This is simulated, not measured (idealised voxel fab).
Process module name: voxel plated lines
Section shown: cut. Width: 290 nm. Cell size: 5 nm, square.
Square cells in a grid make up a cross-section in this document, and the grid is given as bands, listed from the top down, each one or more rows of cells. A band entry consists of two parts. The first gives the height of the band's top and the height of its bottom, in nm. The rest lists the band's materials from left to right, each with its width in nm. A single material labelled with the word "everywhere" fills the band from edge to edge, and the word "air" marks empty space. Note: height 0 marks the level under which the wafer is uniformly one material as received. Lowest band unbounded below, written "0 nm and below". Per-row width for "30->40": begins at first number (top row of band), ends at second number (bottom row), increment between rows held constant. Key: "no alteration" - step with no changed cell in the cross-section. Entry "Enclosed void listing". Content: empty spaces with no open connection to the top, size 8 cells or greater. Each: width x height at distance. Distance: from left edge. Unit: nm. after a step's settings: what the simulator itself notes on the step. Regarding "overlay nm": on a step with a mask, it is the distance the mask lay to the right of its planned place; a negative value places it to the left.

The following list gives the planned process steps
1) RECEIVE,material Si
2) CONFORMAL_DEP,material Al2O3,thk nm 5
3) DIRECTIONAL_DEP,material TiN,thk nm 5
4) PATTERN,tone open,mask id LINES,material resist,width nm 30,pitch nm 55,thk nm 35,overlay nm 0
5) EPI,material Ru,thk nm 10
6) EPI,material Ru,thk nm 5
7) EPI,material Ru,thk nm 10
8) STRIP,etch materials resist
9) DIRECTIONAL_ETCH,etch materials TiN,depth nm 5
10) CONFORMAL_DEP,material SiCN,thk nm 10

Wafer at receipt (post step 1), cross-section
> 0 nm and below: Si everywhere
> Enclosed void listing: none

Same starting wafer, same plan as above, one mistake in the execution; this is the cross-section at the end of the module
> 45 nm to 35 nm: 30 air  225 SiCN  35 air
> 35 nm to 15 nm: 30 air  10 SiCN  40 Ru  15 SiCN  40 Ru  15 SiCN  40 Ru  15 SiCN  40 Ru  10 SiCN  35 air
> 15 nm to 10 nm: 40 SiCN  40 Ru  15 SiCN  40 Ru  15 SiCN  40 Ru  15 SiCN  40 Ru  45 SiCN
> 10 nm to 5 nm: 40 SiCN  40 TiN  15 SiCN  40 TiN  15 SiCN  40 TiN  15 SiCN  40 TiN  45 SiCN
> 5 nm to 0 nm: Al2O3 everywhere
> 0 nm and below: Si everywhere
> Enclosed void listing: none
Processing error: planned and actual differ for step 4; actual: PATTERN,tone open,mask id LINES,material resist,width nm 40,pitch nm 55,thk nm 35,overlay nm 0
